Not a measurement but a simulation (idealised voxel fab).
The process module that follows is named voxel ribs on slabs.
The figure presents cross-section cut, which has a width of 270 nm and is divided into square cells with an edge length of 5 nm.
Square cells in a grid make up a cross-section in this document, and the grid is given as bands, listed from the top down, each one or more rows of cells. The band entry comprises the height of the band's top followed by the height of its bottom, expressed in nm, and subsequently the band's materials from left to right, each stated together with its width in nm. Where a single material is marked with the word "full width", that material fills the band from edge to edge. The word "air" represents empty space. It should be noted that heights are counted from 0, beneath which the wafer as supplied is of one material throughout, and that the lowest band possesses no lower boundary but continues downward, as written in "0 nm and below". So if you see something like "30->40" for the width, read it as the top row of the band sitting at the first number and the bottom row at the second, with every row in between moving by the same amount as the last. "nothing different" means the step left every cell of the cross-section as it was. The entry titled "Catalogued sealed voids" provides the empty spaces that have no open way to the top, restricted to those of 8 cells or more. Each is presented as width x height at distance, the distance being measured from the left edge, with all three in nm. Note: text after step settings on the step line = simulator remark on that step. overlay nm: mask offset rightward from planned place, masked step; negative means leftward offset.

# These are the steps we planned for the process
1,RECEIVE | material Si
2,DIRECTIONAL_DEP | material SiO2 | thk nm 25
3,DIRECTIONAL_DEP | material SiN | thk nm 20
4,DIRECTIONAL_DEP | material aC | thk nm 15
5,PATTERN | tone cover | mask id RIB | material resist | width nm 15 | thk nm 35 | overlay nm 0
6,DIRECTIONAL_ETCH | etch materials aC | depth nm 15
7,STRIP | etch materials resist
8,DIRECTIONAL_ETCH | etch materials SiN | depth nm 5
9,STRIP | etch materials aC
10,MASKED_ETCH | tone cover | mask id SLAB | width nm 55 | etch materials SiN | depth nm 15 | overlay nm 0
11,FILL_DEP | material SiO2 | thk nm 15
12,CMP | height nm 55
13,DIRECTIONAL_DEP | material W | thk nm 10
14,PATTERN | tone cover | mask id HEATER | material resist | width nm 25 | thk nm 15 | overlay nm 0
15,DIRECTIONAL_ETCH | etch materials W | depth nm 10
16,STRIP | etch materials resist
17,CONFORMAL_DEP | material SiN | thk nm 5

# The first wafer of two, processed as planned

# As-received state of the wafer in cross-section, equivalent to post-step 1
0 nm and below: Si full width
Catalogued sealed voids: none

# After step 2: wafer cross-section
25 nm to 0 nm: SiO2 full width
Under 0: no change, same as before.

# After step 3: wafer cross-section
45 nm to 25 nm: SiN full width
Under 25: no change, same as before.

# After step 4: wafer cross-section
60 nm to 45 nm: aC full width
Under 45: no change, same as before.

# After step 5: wafer cross-section
95 nm to 60 nm: air 125, resist 15, air 130
Under 60: no change, same as before.

# After step 6: wafer cross-section
80 nm to 60 nm: air 125, resist 15, air 130
60 nm to 45 nm: air 125, aC 15, air 130
Under 45: no change, same as before.

# After step 7: wafer cross-section
60 nm to 45 nm: air 125, aC 15, air 130
Under 45: no change, same as before.

# After step 8: wafer cross-section
60 nm to 45 nm: air 125, aC 15, air 130
45 nm to 40 nm: air 125, SiN 15, air 130
Under 40: no change, same as before.

# After step 9: wafer cross-section
45 nm to 40 nm: air 125, SiN 15, air 130
Under 40: no change, same as before.

# After step 10: wafer cross-section
45 nm to 40 nm: air 125, SiN 15, air 130
40 nm to 25 nm: air 105, SiN 55, air 110
Under 25: no change, same as before.

# After step 11: wafer cross-section
60 nm to 45 nm: SiO2 full width
45 nm to 40 nm: SiO2 125, SiN 15, SiO2 130
40 nm to 25 nm: SiO2 105, SiN 55, SiO2 110
Under 25: no change, same as before.

# After step 12: wafer cross-section
55 nm to 45 nm: SiO2 full width
Under 45: no change, same as before.

# After step 13: wafer cross-section
65 nm to 55 nm: W full width
Under 55: no change, same as before.

# After step 14: wafer cross-section
80 nm to 65 nm: air 120, resist 25, air 125
Under 65: no change, same as before.

# After step 15: wafer cross-section
80 nm to 65 nm: air 120, resist 25, air 125
65 nm to 55 nm: air 120, W 25, air 125
Under 55: no change, same as before.

# After step 16: wafer cross-section
65 nm to 55 nm: air 120, W 25, air 125
Under 55: no change, same as before.

# After step 17: wafer cross-section
70 nm to 65 nm: air 115, SiN 35, air 120
65 nm to 60 nm: air 115, SiN 5, W 25, SiN 5, air 120
60 nm to 55 nm: SiN 120, W 25, SiN 125
Under 55: no change, same as before.

# The second wafer began exactly as the first did and followed the same plan, but one mistake was made while running it; through step 1 inclusive, the two wafers are identical

# X-section, second wafer, when step 2 was due to finish
50 nm to 0 nm: SiO2 full width
Under 0: no change, same as before.

# X-section, second wafer, when step 3 was due to finish
70 nm to 50 nm: SiN full width
Under 50: no change, same as before.

# X-section, second wafer, when step 4 was due to finish
85 nm to 70 nm: aC full width
Under 70: no change, same as before.

# X-section, second wafer, when step 5 was due to finish
120 nm to 85 nm: air 125, resist 15, air 130
Under 85: no change, same as before.

# X-section, second wafer, when step 6 was due to finish
105 nm to 85 nm: air 125, resist 15, air 130
85 nm to 70 nm: air 125, aC 15, air 130
Under 70: no change, same as before.

# X-section, second wafer, when step 7 was due to finish
85 nm to 70 nm: air 125, aC 15, air 130
Under 70: no change, same as before.

# X-section, second wafer, when step 8 was due to finish
85 nm to 70 nm: air 125, aC 15, air 130
70 nm to 65 nm: air 125, SiN 15, air 130
Under 65: no change, same as before.

# X-section, second wafer, when step 9 was due to finish
70 nm to 65 nm: air 125, SiN 15, air 130
Under 65: no change, same as before.

# X-section, second wafer, when step 10 was due to finish
70 nm to 65 nm: air 125, SiN 15, air 130
65 nm to 50 nm: air 105, SiN 55, air 110
Under 50: no change, same as before.

# X-section, second wafer, when step 11 was due to finish
85 nm to 70 nm: SiO2 full width
70 nm to 65 nm: SiO2 125, SiN 15, SiO2 130
65 nm to 50 nm: SiO2 105, SiN 55, SiO2 110
Under 50: no change, same as before.

# X-section, second wafer, when step 12 was due to finish
55 nm to 50 nm: SiO2 105, SiN 55, SiO2 110
Under 50: no change, same as before.

# X-section, second wafer, when step 13 was due to finish
65 nm to 55 nm: W full width
Under 55: no change, same as before.

# X-section, second wafer, when step 14 was due to finish
80 nm to 65 nm: air 120, resist 25, air 125
Under 65: no change, same as before.

# X-section, second wafer, when step 15 was due to finish
80 nm to 65 nm: air 120, resist 25, air 125
65 nm to 55 nm: air 120, W 25, air 125
Under 55: no change, same as before.

# X-section, second wafer, when step 16 was due to finish
65 nm to 55 nm: air 120, W 25, air 125
Under 55: no change, same as before.

# X-section, second wafer, when step 17 was due to finish
70 nm to 65 nm: air 115, SiN 35, air 120
65 nm to 60 nm: air 115, SiN 5, W 25, SiN 5, air 120
60 nm to 55 nm: SiN 120, W 25, SiN 125
Under 55: no change, same as before.
What broke from the plan during processing? the plan had its step 2 run twice
Wafer comparison, final, in cells, second relative to first, materials more or fewer: SiN: 25 fewer, SiO2: 25 more
